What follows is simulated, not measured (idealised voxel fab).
Documented hereafter: the process module known as voxel wiring stack.
Pictured: cross-section cut, 220 nm wide, on a grid of 5 nm square cells.
Cross-section format: a grid of square cells, given as bands from top to bottom; each band is one or more rows of cells.
Look at the band entry: it leads with the top's height and the bottom's height in nm. Then it lists the materials left to right, with a width in nm for each. The word "throughout" on a single material says that material fills the band edge to edge. The word "air" is empty space.
The reference from which all heights are counted is 0, the level beneath which the as-received wafer is entirely one material; the lowest band, having no lower bound, proceeds downward and is written after the example "0 and below".
Width: "30->40" (first number = top row, second number = bottom row, same change from row to row of cells).
Step note "changes: none" = no cross-section cell changed.
Entry "Enclosed void inventory" = empty spaces >= 8 cells with no open way to the top; each as width x height at distance, distance from left edge, all nm.
Post-settings text on a step line: simulator's own remark regarding the step.
If you see "overlay nm" on a step's line and that step has a mask, it's telling you how far right of where it was planned the mask ended up; a negative number means it went left instead.
-- Planned process steps
step 1: RECEIVE | material Si
step 2: CONFORMAL_DEP | material SiO2 | thk nm 10
step 3: DIRECTIONAL_DEP | material TiN | thk nm 5
step 4: DIRECTIONAL_DEP | material Ru | thk nm 20
step 5: DIRECTIONAL_DEP | material aC | thk nm 15
step 6: PATTERN | tone cover | mask id METAL_1 | material resist | width nm 20 | pitch nm 45 | thk nm 35 | overlay nm 0
step 7: DIRECTIONAL_ETCH | etch materials aC | depth nm 15
step 8: STRIP | etch materials resist
step 9: DIRECTIONAL_ETCH | etch materials Ru | depth nm 20
step 10: DIRECTIONAL_ETCH | etch materials TiN | depth nm 5
step 11: STRIP | etch materials aC
step 12: CONFORMAL_DEP | material SiCN | thk nm 5
step 13: FILL_DEP | material lowk | thk nm 5
step 14: CMP | height nm 35
step 15: CONFORMAL_DEP | material SiCN | thk nm 5
step 16: DIRECTIONAL_DEP | material lowk | thk nm 15
step 17: DIRECTIONAL_DEP | material aC | thk nm 10
step 18: PATTERN | tone open | mask id PLUG_1 | material resist | width nm 15 | pitch nm 45 | thk nm 25 | overlay nm 0
step 19: DIRECTIONAL_ETCH | etch materials aC | depth nm 10
step 20: STRIP | etch materials resist
step 21: DIRECTIONAL_ETCH | etch materials lowk | depth nm 15
step 22: DIRECTIONAL_ETCH | etch materials SiCN | depth nm 5
step 23: STRIP | etch materials aC
step 24: EPI | material Ru | thk nm 10
step 25: EPI | material Ru | thk nm 10
step 26: DIRECTIONAL_DEP | material TiN | thk nm 5
step 27: DIRECTIONAL_DEP | material W | thk nm 25
step 28: DIRECTIONAL_DEP | material aC | thk nm 15
step 29: PATTERN | tone cover | mask id METAL_2 | material resist | width nm 20 | pitch nm 45 | thk nm 30 | overlay nm 0
step 30: DIRECTIONAL_ETCH | etch materials aC | depth nm 15
step 31: STRIP | etch materials resist
step 32: DIRECTIONAL_ETCH | etch materials W | depth nm 25
step 33: DIRECTIONAL_ETCH | etch materials TiN | depth nm 5
step 34: STRIP | etch materials aC
step 35: FILL_DEP | material lowk | thk nm 10
step 36: CMP | height nm 85
step 37: CONFORMAL_DEP | material SiCN | thk nm 5
step 38: DIRECTIONAL_DEP | material lowk | thk nm 30
step 39: PATTERN | tone open | mask id METAL_3 | material resist | width nm 20 | pitch nm 45 | thk nm 20 | overlay nm 0
step 40: DIRECTIONAL_ETCH | etch materials lowk | depth nm 15
step 41: STRIP | etch materials resist
step 42: MASKED_ETCH | tone open | mask id METAL_3_HOLES | width nm 15 | pitch nm 45 | etch materials lowk | depth nm 15 | overlay nm 0
step 43: MASKED_ETCH | tone open | mask id METAL_3_HOLES | width nm 15 | pitch nm 45 | etch materials SiCN | depth nm 5 | overlay nm 0
step 44: CONFORMAL_DEP | material TiN | thk nm 5
step 45: FILL_DEP | material Cu | thk nm 5
step 46: CMP | height nm 120
step 47: CONFORMAL_DEP | material SiN | thk nm 5
-- Cross-section of the wafer at receipt, which is the condition after step 1
- 0 and below  Si throughout
- Enclosed void inventory: none
-- Result of the module, cross-sectioned: start per above, plan per above, one error in how it was run
- 125 down to 120  SiN throughout
- 120 down to 115  75 of SiCN  15 of TiN  30 of SiCN  15 of TiN  85 of SiCN
- 115 down to 85  lowk throughout
- 85 down to 60  75 of lowk  20 of W  25 of lowk  20 of W  80 of lowk
- 60 down to 55  75 of lowk  20 of TiN  25 of lowk  20 of TiN  80 of lowk
- 55 down to 40  75 of lowk  15 of Ru  30 of lowk  15 of Ru  85 of lowk
- 40 down to 35  75 of SiCN  15 of Ru  30 of SiCN  15 of Ru  85 of SiCN
- 35 down to 15  70 of lowk  5 of SiCN  20 of Ru  5 of SiCN  15 of lowk  5 of SiCN  20 of Ru  5 of SiCN  75 of lowk
- 15 down to 10  75 of SiCN  20 of TiN  25 of SiCN  20 of TiN  80 of SiCN
- 10 down to 0  SiO2 throughout
- 0 and below  Si throughout
- Enclosed void inventory: none
What was done differently from what was planned? note: step 37 <-> step 38, run order reversed vs plan
